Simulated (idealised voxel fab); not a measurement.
A process module follows: voxel capacitor over wiring.
Cross-section cut spans 205 nm and uses square cells 5 nm in size.
For the purposes of this document, a cross-section shall be understood as a grid of square cells, specified as bands listed in top-to-bottom order, each band consisting of one or more rows of cells.
Read a band's entry like this: the first values are the height of its top and the height of its bottom in nm, and what follows is the sequence of materials from left to right, each with its width in nm. Note that "empty" is empty space, and that a single material marked "throughout" reaches across the band from edge to edge.
Heights are reckoned from 0. Under this level, the received wafer is all of one material. The bottommost band is open-ended downward, for example "z 0 and below".
The two numbers in a width such as "30->40" mark its ends across the band: the first belongs to the top row of cells, the second to the bottom row, and from each row to the next the width moves by the same amount.
For the purposes of this document, the phrase "changes: none" attached to a step denotes that no cell within the cross-section was modified by that step.
Listed in "Closed void inventory": every empty space of 8 or more cells without an open way to the top. Form: width x height at distance, the distance being from the left edge, all in nm.
Read whatever lies past the settings on a step's line as the simulator's own remark about the step.
Steps that use a mask can have "overlay nm" on their line. It says how far the mask sat to the right of where it was meant to be. Negative means to the left.
### plan
1: RECEIVE,material Si
2: CONFORMAL_DEP,material SiO2,thk nm 10
3: CONFORMAL_DEP,material SiN,thk nm 5
4: DIRECTIONAL_DEP,material lowk,thk nm 20
5: DIRECTIONAL_DEP,material aC,thk nm 10
6: PATTERN,tone open,mask id METAL_1,material resist,width nm 20,pitch nm 70,thk nm 25,overlay nm 0
7: DIRECTIONAL_ETCH,etch materials aC,depth nm 10
8: STRIP,etch materials resist
9: DIRECTIONAL_ETCH,etch materials lowk,depth nm 20
10: DIRECTIONAL_ETCH,etch materials SiN,depth nm 5
11: STRIP,etch materials aC
12: CONFORMAL_DEP,material TiN,thk nm 5
13: FILL_DEP,material Cu,thk nm 10
14: CMP,height nm 35
15: CONFORMAL_DEP,material SiCN,thk nm 5
16: DIRECTIONAL_DEP,material SiO2,thk nm 15
17: DIRECTIONAL_DEP,material aC,thk nm 15
18: PATTERN,tone open,mask id PLUG_1,material resist,width nm 15,thk nm 30,overlay nm 0
19: DIRECTIONAL_ETCH,etch materials aC,depth nm 15
20: STRIP,etch materials resist
21: DIRECTIONAL_ETCH,etch materials SiO2,depth nm 15
22: DIRECTIONAL_ETCH,etch materials SiCN,depth nm 5
23: STRIP,etch materials aC
24: EPI,material Ru,thk nm 10
25: EPI,material Ru,thk nm 10
26: DIRECTIONAL_DEP,material TiN,thk nm 10
27: DIRECTIONAL_DEP,material SiN,thk nm 5
28: DIRECTIONAL_DEP,material TiN,thk nm 10
29: DIRECTIONAL_DEP,material aC,thk nm 15
30: PATTERN,tone cover,mask id UPPER_PLATE,material resist,width nm 55,thk nm 35,overlay nm 0
31: DIRECTIONAL_ETCH,etch materials aC,depth nm 15
32: STRIP,etch materials resist
33: DIRECTIONAL_ETCH,etch materials TiN,depth nm 10
34: DIRECTIONAL_ETCH,etch materials SiN,depth nm 5
35: STRIP,etch materials aC
36: MASKED_ETCH,tone cover,mask id LOWER_PLATE,width nm 65,etch materials TiN,depth nm 10,overlay nm 0
37: FILL_DEP,material SiO2,thk nm 20
38: CMP,height nm 95
39: MASKED_ETCH,tone open,mask id PLUG_2,width nm 15,etch materials SiO2,depth nm 15,overlay nm 0
40: CONFORMAL_DEP,material TiN,thk nm 5
41: FILL_DEP,material Cu,thk nm 5
42: CMP,height nm 95
43: CONFORMAL_DEP,material SiCN,thk nm 5
### So, the first of our two wafers, run just as we planned it
### This is the cross-section of the wafer as we received it, i.e. after step 1
* z 0 and below: Si throughout
* Closed void inventory: none
### Take a look at the wafer's cross-section after step 2
* z 10 to 0: SiO2 throughout
* Beneath the level 0, the cross-section is identical to its previous state.
### Take a look at the wafer's cross-section after step 3
* z 15 to 10: SiN throughout
* Beneath the level 10, the cross-section is identical to its previous state.
### Take a look at the wafer's cross-section after step 4
* z 35 to 15: lowk throughout
* Beneath the level 15, the cross-section is identical to its previous state.
### Take a look at the wafer's cross-section after step 5
* z 45 to 35: aC throughout
* Beneath the level 35, the cross-section is identical to its previous state.
### Take a look at the wafer's cross-section after step 6
* z 70 to 45: 55 nm resist; 20 nm empty; 50 nm resist; 20 nm empty; 60 nm resist
* Beneath the level 45, the cross-section is identical to its previous state.
### Take a look at the wafer's cross-section after step 7
* z 60 to 45: 55 nm resist; 20 nm empty; 50 nm resist; 20 nm empty; 60 nm resist
* z 45 to 35: 55 nm aC; 20 nm empty; 50 nm aC; 20 nm empty; 60 nm aC
* Beneath the level 35, the cross-section is identical to its previous state.
### Take a look at the wafer's cross-section after step 8
* z 45 to 35: 55 nm aC; 20 nm empty; 50 nm aC; 20 nm empty; 60 nm aC
* Beneath the level 35, the cross-section is identical to its previous state.
### Take a look at the wafer's cross-section after step 9
* z 45 to 35: 55 nm aC; 20 nm empty; 50 nm aC; 20 nm empty; 60 nm aC
* z 35 to 15: 55 nm lowk; 20 nm empty; 50 nm lowk; 20 nm empty; 60 nm lowk
* Beneath the level 15, the cross-section is identical to its previous state.
### Take a look at the wafer's cross-section after step 10
* z 45 to 35: 55 nm aC; 20 nm empty; 50 nm aC; 20 nm empty; 60 nm aC
* z 35 to 15: 55 nm lowk; 20 nm empty; 50 nm lowk; 20 nm empty; 60 nm lowk
* z 15 to 10: 55 nm SiN; 20 nm empty; 50 nm SiN; 20 nm empty; 60 nm SiN
* Beneath the level 10, the cross-section is identical to its previous state.
### Take a look at the wafer's cross-section after step 11
* z 35 to 15: 55 nm lowk; 20 nm empty; 50 nm lowk; 20 nm empty; 60 nm lowk
* Beneath the level 15, the cross-section is identical to its previous state.
### Take a look at the wafer's cross-section after step 12
* z 40 to 35: 60 nm TiN; 10 nm empty; 60 nm TiN; 10 nm empty; 65 nm TiN
* z 35 to 15: 55 nm lowk; 5 nm TiN; 10 nm empty; 5 nm TiN; 50 nm lowk; 5 nm TiN; 10 nm empty; 5 nm TiN; 60 nm lowk
* z 15 to 10: 55 nm SiN; 20 nm TiN; 50 nm SiN; 20 nm TiN; 60 nm SiN
* Beneath the level 10, the cross-section is identical to its previous state.
### Take a look at the wafer's cross-section after step 13
* z 50 to 40: Cu throughout
* z 40 to 35: 60 nm TiN; 10 nm Cu; 60 nm TiN; 10 nm Cu; 65 nm TiN
* z 35 to 15: 55 nm lowk; 5 nm TiN; 10 nm Cu; 5 nm TiN; 50 nm lowk; 5 nm TiN; 10 nm Cu; 5 nm TiN; 60 nm lowk
* Beneath the level 15, the cross-section is identical to its previous state.
### Take a look at the wafer's cross-section after step 14
* z 35 to 15: 55 nm lowk; 5 nm TiN; 10 nm Cu; 5 nm TiN; 50 nm lowk; 5 nm TiN; 10 nm Cu; 5 nm TiN; 60 nm lowk
* Beneath the level 15, the cross-section is identical to its previous state.
### Take a look at the wafer's cross-section after step 15
* z 40 to 35: SiCN throughout
* Beneath the level 35, the cross-section is identical to its previous state.
### Take a look at the wafer's cross-section after step 16
* z 55 to 40: SiO2 throughout
* Beneath the level 40, the cross-section is identical to its previous state.
### Take a look at the wafer's cross-section after step 17
* z 70 to 55: aC throughout
* Beneath the level 55, the cross-section is identical to its previous state.
### Take a look at the wafer's cross-section after step 18
* z 100 to 70: 60 nm resist; 15 nm empty; 130 nm resist
* Beneath the level 70, the cross-section is identical to its previous state.
### Take a look at the wafer's cross-section after step 19
* z 85 to 70: 60 nm resist; 15 nm empty; 130 nm resist
* z 70 to 55: 60 nm aC; 15 nm empty; 130 nm aC
* Beneath the level 55, the cross-section is identical to its previous state.
### Take a look at the wafer's cross-section after step 20
* z 70 to 55: 60 nm aC; 15 nm empty; 130 nm aC
* Beneath the level 55, the cross-section is identical to its previous state.
### Take a look at the wafer's cross-section after step 21
* z 70 to 55: 60 nm aC; 15 nm empty; 130 nm aC
* z 55 to 40: 60 nm SiO2; 15 nm empty; 130 nm SiO2
* Beneath the level 40, the cross-section is identical to its previous state.
### Take a look at the wafer's cross-section after step 22
* z 70 to 55: 60 nm aC; 15 nm empty; 130 nm aC
* z 55 to 40: 60 nm SiO2; 15 nm empty; 130 nm SiO2
* z 40 to 35: 60 nm SiCN; 15 nm empty; 130 nm SiCN
* Beneath the level 35, the cross-section is identical to its previous state.
### Take a look at the wafer's cross-section after step 23
* z 55 to 40: 60 nm SiO2; 15 nm empty; 130 nm SiO2
* Beneath the level 40, the cross-section is identical to its previous state.
### Take a look at the wafer's cross-section after step 24
* z 55 to 45: 60 nm SiO2; 15 nm empty; 130 nm SiO2
* z 45 to 40: 60 nm SiO2; 15 nm Ru; 130 nm SiO2
* z 40 to 35: 60 nm SiCN; 15 nm Ru; 130 nm SiCN
* Beneath the level 35, the cross-section is identical to its previous state.
### Take a look at the wafer's cross-section after step 25
* z 55 to 40: 60 nm SiO2; 15 nm Ru; 130 nm SiO2
* Beneath the level 40, the cross-section is identical to its previous state.
### Take a look at the wafer's cross-section after step 26
* z 65 to 55: TiN throughout
* Beneath the level 55, the cross-section is identical to its previous state.
### Take a look at the wafer's cross-section after step 27
* z 70 to 65: SiN throughout
* Beneath the level 65, the cross-section is identical to its previous state.
### Take a look at the wafer's cross-section after step 28
* z 80 to 70: TiN throughout
* Beneath the level 70, the cross-section is identical to its previous state.
### Take a look at the wafer's cross-section after step 29
* z 95 to 80: aC throughout
* Beneath the level 80, the cross-section is identical to its previous state.
### Take a look at the wafer's cross-section after step 30
* z 130 to 95: 60 nm empty; 55 nm resist; 90 nm empty
* Beneath the level 95, the cross-section is identical to its previous state.
### Take a look at the wafer's cross-section after step 31
* z 115 to 95: 60 nm empty; 55 nm resist; 90 nm empty
* z 95 to 80: 60 nm empty; 55 nm aC; 90 nm empty
* Beneath the level 80, the cross-section is identical to its previous state.
### Take a look at the wafer's cross-section after step 32
* z 95 to 80: 60 nm empty; 55 nm aC; 90 nm empty
* Beneath the level 80, the cross-section is identical to its previous state.
### Take a look at the wafer's cross-section after step 33
* z 95 to 80: 60 nm empty; 55 nm aC; 90 nm empty
* z 80 to 70: 60 nm empty; 55 nm TiN; 90 nm empty
* Beneath the level 70, the cross-section is identical to its previous state.
### Take a look at the wafer's cross-section after step 34
* z 95 to 80: 60 nm empty; 55 nm aC; 90 nm empty
* z 80 to 70: 60 nm empty; 55 nm TiN; 90 nm empty
* z 70 to 65: 60 nm empty; 55 nm SiN; 90 nm empty
* Beneath the level 65, the cross-section is identical to its previous state.
### Take a look at the wafer's cross-section after step 35
* z 80 to 70: 60 nm empty; 55 nm TiN; 90 nm empty
* Beneath the level 70, the cross-section is identical to its previous state.
### Take a look at the wafer's cross-section after step 36
* z 80 to 70: 60 nm empty; 55 nm TiN; 90 nm empty
* z 70 to 65: 60 nm empty; 55 nm SiN; 90 nm empty
* z 65 to 55: 55 nm empty; 65 nm TiN; 85 nm empty
* Beneath the level 55, the cross-section is identical to its previous state.
### Take a look at the wafer's cross-section after step 37
* z 100 to 80: SiO2 throughout
* z 80 to 70: 60 nm SiO2; 55 nm TiN; 90 nm SiO2
* z 70 to 65: 60 nm SiO2; 55 nm SiN; 90 nm SiO2
* z 65 to 55: 55 nm SiO2; 65 nm TiN; 85 nm SiO2
* Beneath the level 55, the cross-section is identical to its previous state.
### Take a look at the wafer's cross-section after step 38
* z 95 to 80: SiO2 throughout
* Beneath the level 80, the cross-section is identical to its previous state.
### Take a look at the wafer's cross-section after step 39
* z 95 to 80: 70 nm SiO2; 15 nm empty; 120 nm SiO2
* Beneath the level 80, the cross-section is identical to its previous state.
### Take a look at the wafer's cross-section after step 40
* z 100 to 95: 75 nm TiN; 5 nm empty; 125 nm TiN
* z 95 to 85: 70 nm SiO2; 5 nm TiN; 5 nm empty; 5 nm TiN; 120 nm SiO2
* z 85 to 80: 70 nm SiO2; 15 nm TiN; 120 nm SiO2
* Beneath the level 80, the cross-section is identical to its previous state.
### Take a look at the wafer's cross-section after step 41
* z 105 to 100: Cu throughout
* z 100 to 95: 75 nm TiN; 5 nm Cu; 125 nm TiN
* z 95 to 85: 70 nm SiO2; 5 nm TiN; 5 nm Cu; 5 nm TiN; 120 nm SiO2
* Beneath the level 85, the cross-section is identical to its previous state.
### Take a look at the wafer's cross-section after step 42
* z 95 to 85: 70 nm SiO2; 5 nm TiN; 5 nm Cu; 5 nm TiN; 120 nm SiO2
* Beneath the level 85, the cross-section is identical to its previous state.
### Take a look at the wafer's cross-section after step 43
* z 100 to 95: SiCN throughout
* Beneath the level 95, the cross-section is identical to its previous state.
### Wafer two of two - same starting point, same process plan, one mistake in execution; matches wafer one up to and including step 5
### Second wafer profile in section, at the moment step 6 of the plan was meant to be complete
* z 70 to 45: 55 nm empty; 20 nm resist; 50 nm empty; 20 nm resist; 60 nm empty
* Beneath the level 45, the cross-section is identical to its previous state.
### Second wafer profile in section, at the moment step 7 of the plan was meant to be complete
* z 60 to 45: 55 nm empty; 20 nm resist; 50 nm empty; 20 nm resist; 60 nm empty
* z 45 to 35: 55 nm empty; 20 nm aC; 50 nm empty; 20 nm aC; 60 nm empty
* Beneath the level 35, the cross-section is identical to its previous state.
### Second wafer profile in section, at the moment step 8 of the plan was meant to be complete
* z 45 to 35: 55 nm empty; 20 nm aC; 50 nm empty; 20 nm aC; 60 nm empty
* Beneath the level 35, the cross-section is identical to its previous state.
### Second wafer profile in section, at the moment step 9 of the plan was meant to be complete
* z 45 to 35: 55 nm empty; 20 nm aC; 50 nm empty; 20 nm aC; 60 nm empty
* z 35 to 15: 55 nm empty; 20 nm lowk; 50 nm empty; 20 nm lowk; 60 nm empty
* Beneath the level 15, the cross-section is identical to its previous state.
### Second wafer profile in section, at the moment step 10 of the plan was meant to be complete
* z 45 to 35: 55 nm empty; 20 nm aC; 50 nm empty; 20 nm aC; 60 nm empty
* z 35 to 15: 55 nm empty; 20 nm lowk; 50 nm empty; 20 nm lowk; 60 nm empty
* z 15 to 10: 55 nm empty; 20 nm SiN; 50 nm empty; 20 nm SiN; 60 nm empty
* Beneath the level 10, the cross-section is identical to its previous state.
### Second wafer profile in section, at the moment step 11 of the plan was meant to be complete
* z 35 to 15: 55 nm empty; 20 nm lowk; 50 nm empty; 20 nm lowk; 60 nm empty
* Beneath the level 15, the cross-section is identical to its previous state.
### Second wafer profile in section, at the moment step 12 of the plan was meant to be complete
* z 40 to 35: 50 nm empty; 30 nm TiN; 40 nm empty; 30 nm TiN; 55 nm empty
* z 35 to 15: 50 nm empty; 5 nm TiN; 20 nm lowk; 5 nm TiN; 40 nm empty; 5 nm TiN; 20 nm lowk; 5 nm TiN; 55 nm empty
* z 15 to 10: 55 nm TiN; 20 nm SiN; 50 nm TiN; 20 nm SiN; 60 nm TiN
* Beneath the level 10, the cross-section is identical to its previous state.
### Second wafer profile in section, at the moment step 13 of the plan was meant to be complete
* z 50 to 40: Cu throughout
* z 40 to 35: 50 nm Cu; 30 nm TiN; 40 nm Cu; 30 nm TiN; 55 nm Cu
* z 35 to 15: 50 nm Cu; 5 nm TiN; 20 nm lowk; 5 nm TiN; 40 nm Cu; 5 nm TiN; 20 nm lowk; 5 nm TiN; 55 nm Cu
* Beneath the level 15, the cross-section is identical to its previous state.
### Second wafer profile in section, at the moment step 14 of the plan was meant to be complete
* z 35 to 15: 50 nm Cu; 5 nm TiN; 20 nm lowk; 5 nm TiN; 40 nm Cu; 5 nm TiN; 20 nm lowk; 5 nm TiN; 55 nm Cu
* Beneath the level 15, the cross-section is identical to its previous state.
### Second wafer profile in section, at the moment step 15 of the plan was meant to be complete
* z 40 to 35: SiCN throughout
* Beneath the level 35, the cross-section is identical to its previous state.
### Second wafer profile in section, at the moment step 16 of the plan was meant to be complete
* z 55 to 40: SiO2 throughout
* Beneath the level 40, the cross-section is identical to its previous state.
### Second wafer profile in section, at the moment step 17 of the plan was meant to be complete
* z 70 to 55: aC throughout
* Beneath the level 55, the cross-section is identical to its previous state.
### Second wafer profile in section, at the moment step 18 of the plan was meant to be complete
* z 100 to 70: 60 nm resist; 15 nm empty; 130 nm resist
* Beneath the level 70, the cross-section is identical to its previous state.
### Second wafer profile in section, at the moment step 19 of the plan was meant to be complete
* z 85 to 70: 60 nm resist; 15 nm empty; 130 nm resist
* z 70 to 55: 60 nm aC; 15 nm empty; 130 nm aC
* Beneath the level 55, the cross-section is identical to its previous state.
### Second wafer profile in section, at the moment step 20 of the plan was meant to be complete
* z 70 to 55: 60 nm aC; 15 nm empty; 130 nm aC
* Beneath the level 55, the cross-section is identical to its previous state.
### Second wafer profile in section, at the moment step 21 of the plan was meant to be complete
* z 70 to 55: 60 nm aC; 15 nm empty; 130 nm aC
* z 55 to 40: 60 nm SiO2; 15 nm empty; 130 nm SiO2
* Beneath the level 40, the cross-section is identical to its previous state.
### Second wafer profile in section, at the moment step 22 of the plan was meant to be complete
* z 70 to 55: 60 nm aC; 15 nm empty; 130 nm aC
* z 55 to 40: 60 nm SiO2; 15 nm empty; 130 nm SiO2
* z 40 to 35: 60 nm SiCN; 15 nm empty; 130 nm SiCN
* Beneath the level 35, the cross-section is identical to its previous state.
### Second wafer profile in section, at the moment step 23 of the plan was meant to be complete
* z 55 to 40: 60 nm SiO2; 15 nm empty; 130 nm SiO2
* Beneath the level 40, the cross-section is identical to its previous state.
Second wafer profile in section, at the moment step 24 of the plan was meant to be complete: changes: none
Second wafer profile in section, at the moment step 25 of the plan was meant to be complete: changes: none
### Second wafer profile in section, at the moment step 26 of the plan was meant to be complete
* z 65 to 55: 60 nm TiN; 15 nm empty; 130 nm TiN
* z 55 to 45: 60 nm SiO2; 15 nm empty; 130 nm SiO2
* z 45 to 40: 60 nm SiO2; 15 nm TiN; 130 nm SiO2
* z 40 to 35: 60 nm SiCN; 15 nm TiN; 130 nm SiCN
* Beneath the level 35, the cross-section is identical to its previous state.
### Second wafer profile in section, at the moment step 27 of the plan was meant to be complete
* z 70 to 65: 60 nm SiN; 15 nm empty; 130 nm SiN
* z 65 to 55: 60 nm TiN; 15 nm empty; 130 nm TiN
* z 55 to 50: 60 nm SiO2; 15 nm empty; 130 nm SiO2
* z 50 to 45: 60 nm SiO2; 15 nm SiN; 130 nm SiO2
* Beneath the level 45, the cross-section is identical to its previous state.
### Second wafer profile in section, at the moment step 28 of the plan was meant to be complete
* z 80 to 70: 60 nm TiN; 15 nm empty; 130 nm TiN
* z 70 to 65: 60 nm SiN; 15 nm empty; 130 nm SiN
* z 65 to 60: 60 nm TiN; 15 nm empty; 130 nm TiN
* z 60 to 55: TiN throughout
* z 55 to 50: 60 nm SiO2; 15 nm TiN; 130 nm SiO2
* Beneath the level 50, the cross-section is identical to its previous state.
### Second wafer profile in section, at the moment step 29 of the plan was meant to be complete
* z 95 to 80: 60 nm aC; 15 nm empty; 130 nm aC
* z 80 to 75: 60 nm TiN; 15 nm empty; 130 nm TiN
* z 75 to 70: 60 nm TiN; 15 nm aC; 130 nm TiN
* z 70 to 65: 60 nm SiN; 15 nm aC; 130 nm SiN
* z 65 to 60: 60 nm TiN; 15 nm aC; 130 nm TiN
* Beneath the level 60, the cross-section is identical to its previous state.
### Second wafer profile in section, at the moment step 30 of the plan was meant to be complete
* z 130 to 95: 60 nm empty; 55 nm resist; 90 nm empty
* z 95 to 80: 60 nm aC; 15 nm resist; 130 nm aC
* z 80 to 75: 60 nm TiN; 15 nm resist; 130 nm TiN
* Beneath the level 75, the cross-section is identical to its previous state.
### Second wafer profile in section, at the moment step 31 of the plan was meant to be complete
* z 115 to 95: 60 nm empty; 55 nm resist; 90 nm empty
* z 95 to 80: 60 nm empty; 15 nm resist; 40 nm aC; 90 nm empty
* Beneath the level 80, the cross-section is identical to its previous state.
### Second wafer profile in section, at the moment step 32 of the plan was meant to be complete
* z 95 to 80: 75 nm empty; 40 nm aC; 90 nm empty
* z 80 to 75: 60 nm TiN; 15 nm empty; 130 nm TiN
* Beneath the level 75, the cross-section is identical to its previous state.
### Second wafer profile in section, at the moment step 33 of the plan was meant to be complete
* z 95 to 80: 75 nm empty; 40 nm aC; 90 nm empty
* z 80 to 75: 75 nm empty; 40 nm TiN; 90 nm empty
* z 75 to 70: 60 nm empty; 15 nm aC; 40 nm TiN; 90 nm empty
* Beneath the level 70, the cross-section is identical to its previous state.
### Second wafer profile in section, at the moment step 34 of the plan was meant to be complete
* z 95 to 80: 75 nm empty; 40 nm aC; 90 nm empty
* z 80 to 75: 75 nm empty; 40 nm TiN; 90 nm empty
* z 75 to 70: 60 nm empty; 15 nm aC; 40 nm TiN; 90 nm empty
* z 70 to 65: 60 nm empty; 15 nm aC; 40 nm SiN; 90 nm empty
* Beneath the level 65, the cross-section is identical to its previous state.
### Second wafer profile in section, at the moment step 35 of the plan was meant to be complete
* z 80 to 70: 75 nm empty; 40 nm TiN; 90 nm empty
* z 70 to 65: 75 nm empty; 40 nm SiN; 90 nm empty
* z 65 to 60: 60 nm TiN; 15 nm empty; 130 nm TiN
* Beneath the level 60, the cross-section is identical to its previous state.
### Second wafer profile in section, at the moment step 36 of the plan was meant to be complete
* z 80 to 70: 75 nm empty; 40 nm TiN; 90 nm empty
* z 70 to 65: 75 nm empty; 40 nm SiN; 90 nm empty
* z 65 to 60: 55 nm empty; 5 nm TiN; 15 nm empty; 45 nm TiN; 85 nm empty
* z 60 to 55: 55 nm empty; 65 nm TiN; 85 nm empty
* Beneath the level 55, the cross-section is identical to its previous state.
### Second wafer profile in section, at the moment step 37 of the plan was meant to be complete
* z 100 to 80: SiO2 throughout
* z 80 to 70: 75 nm SiO2; 40 nm TiN; 90 nm SiO2
* z 70 to 65: 75 nm SiO2; 40 nm SiN; 90 nm SiO2
* z 65 to 60: 55 nm SiO2; 5 nm TiN; 15 nm SiO2; 45 nm TiN; 85 nm SiO2
* z 60 to 50: 55->60 nm SiO2; 65->15 nm TiN; 85->130 nm SiO2
* Beneath the level 50, the cross-section is identical to its previous state.
### Second wafer profile in section, at the moment step 38 of the plan was meant to be complete
* z 95 to 80: SiO2 throughout
* Beneath the level 80, the cross-section is identical to its previous state.
### Second wafer profile in section, at the moment step 39 of the plan was meant to be complete
* z 95 to 80: 70 nm SiO2; 15 nm empty; 120 nm SiO2
* Beneath the level 80, the cross-section is identical to its previous state.
### Second wafer profile in section, at the moment step 40 of the plan was meant to be complete
* z 100 to 95: 75 nm TiN; 5 nm empty; 125 nm TiN
* z 95 to 85: 70 nm SiO2; 5 nm TiN; 5 nm empty; 5 nm TiN; 120 nm SiO2
* z 85 to 80: 70 nm SiO2; 15 nm TiN; 120 nm SiO2
* Beneath the level 80, the cross-section is identical to its previous state.
### Second wafer profile in section, at the moment step 41 of the plan was meant to be complete
* z 105 to 100: Cu throughout
* z 100 to 95: 75 nm TiN; 5 nm Cu; 125 nm TiN
* z 95 to 85: 70 nm SiO2; 5 nm TiN; 5 nm Cu; 5 nm TiN; 120 nm SiO2
* Beneath the level 85, the cross-section is identical to its previous state.
### Second wafer profile in section, at the moment step 42 of the plan was meant to be complete
* z 95 to 85: 70 nm SiO2; 5 nm TiN; 5 nm Cu; 5 nm TiN; 120 nm SiO2
* Beneath the level 85, the cross-section is identical to its previous state.
### Second wafer profile in section, at the moment step 43 of the plan was meant to be complete
* z 100 to 95: SiCN throughout
* Beneath the level 95, the cross-section is identical to its previous state.
What was the processing mistake? so step 6 ended up running with a different setting than we planned, it ran as PATTERN,tone cover,mask id METAL_1,material resist,width nm 20,pitch nm 70,thk nm 25,overlay nm 0
End check, counted in cells, second wafer has more or fewer of these materials than the first: Cu: 100 more, Ru: 12 fewer, SiN: 25 fewer, SiO2: 12 more, TiN: 25 more, lowk: 100 fewer
